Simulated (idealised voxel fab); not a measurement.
Proc. module: voxel double patterning
Cross-section cut: width 180 nm, square cells of 5 nm.
Reading order for cross-sections: top band down to bottom band. Underlying form: a grid of square cells. Band size: one or more rows of cells.
The entry gives the band's vertical extent as a top height and a bottom height in nm, then its horizontal make-up as materials from left to right, each with a width in nm. "air" stands for empty space; a single material marked "edge to edge" fills the band edge to edge.
Measure heights from 0. That's the level where, below it, the as-received wafer is all one material. The lowest band is bottomless and extends downward; write it as in "from 0 down".
Think of "30..40" as a width that walks from the first number to the second as you go down the band, top row to bottom row, taking equal-sized steps from row to row.
Step note "remained unchanged" = no cross-section cell changed.
Entry "Enclosed cavities". Content: empty spaces with no open connection to the top, size 8 cells or greater. Each: width x height at distance. Distance: from left edge. Unit: nm.
That trailing text on a step's line, after the settings, is the simulator's own remark on the step.
When a step includes a mask, the "overlay nm" setting on its line states how far to the right of its planned place that mask lay, and negative values state how far to the left.
# The process steps that were planned are listed below
- 1: RECEIVE with material Si
- 2: CONFORMAL_DEP with material SiO2, thk nm 10
- 3: DIRECTIONAL_DEP with material polySi, thk nm 10
- 4: DIRECTIONAL_DEP with material SiN, thk nm 10
- 5: MASKED_ETCH with tone open, mask id FIRST, width nm 15, pitch nm 50, etch materials SiN, depth nm 10, overlay nm 0
- 6: DIRECTIONAL_DEP with material aC, thk nm 15
- 7: PATTERN with tone open, mask id SECOND, material resist, width nm 15, thk nm 35, overlay nm -15
- 8: DIRECTIONAL_ETCH with etch materials aC, depth nm 15
- 9: STRIP with etch materials resist
- 10: DIRECTIONAL_ETCH with etch materials SiN, depth nm 10
- 11: STRIP with etch materials aC
- 12: DIRECTIONAL_ETCH with etch materials polySi, depth nm 10
- 13: STRIP with etch materials SiN
What sets these wafers apart? The overlay nm at step 7. They all start alike, and the plan carries the first wafer's value.
# As received, i.e. after step 1: cross-section through the first of several wafers
  from 0 down: Si edge to edge
  Enclosed cavities: none
# Tabulated below, wafer by wafer, are the end-of-module results: for each material, the number of cells gained (+) or lost (-) relative to the as-received state, followed by the closed voids
overlay nm -15 | +72 SiO2 | +56 polySi | Enclosed cavities: none
overlay nm -10 | +72 SiO2 | +54 polySi | Enclosed cavities: none
overlay nm -5 | +72 SiO2 | +54 polySi | Enclosed cavities: none
overlay nm 0 | +72 SiO2 | +54 polySi | Enclosed cavities: none
overlay nm 5 | +72 SiO2 | +54 polySi | Enclosed cavities: none
overlay nm 10 | +72 SiO2 | +54 polySi | Enclosed cavities: none
overlay nm 15 | +72 SiO2 | +56 polySi | Enclosed cavities: none
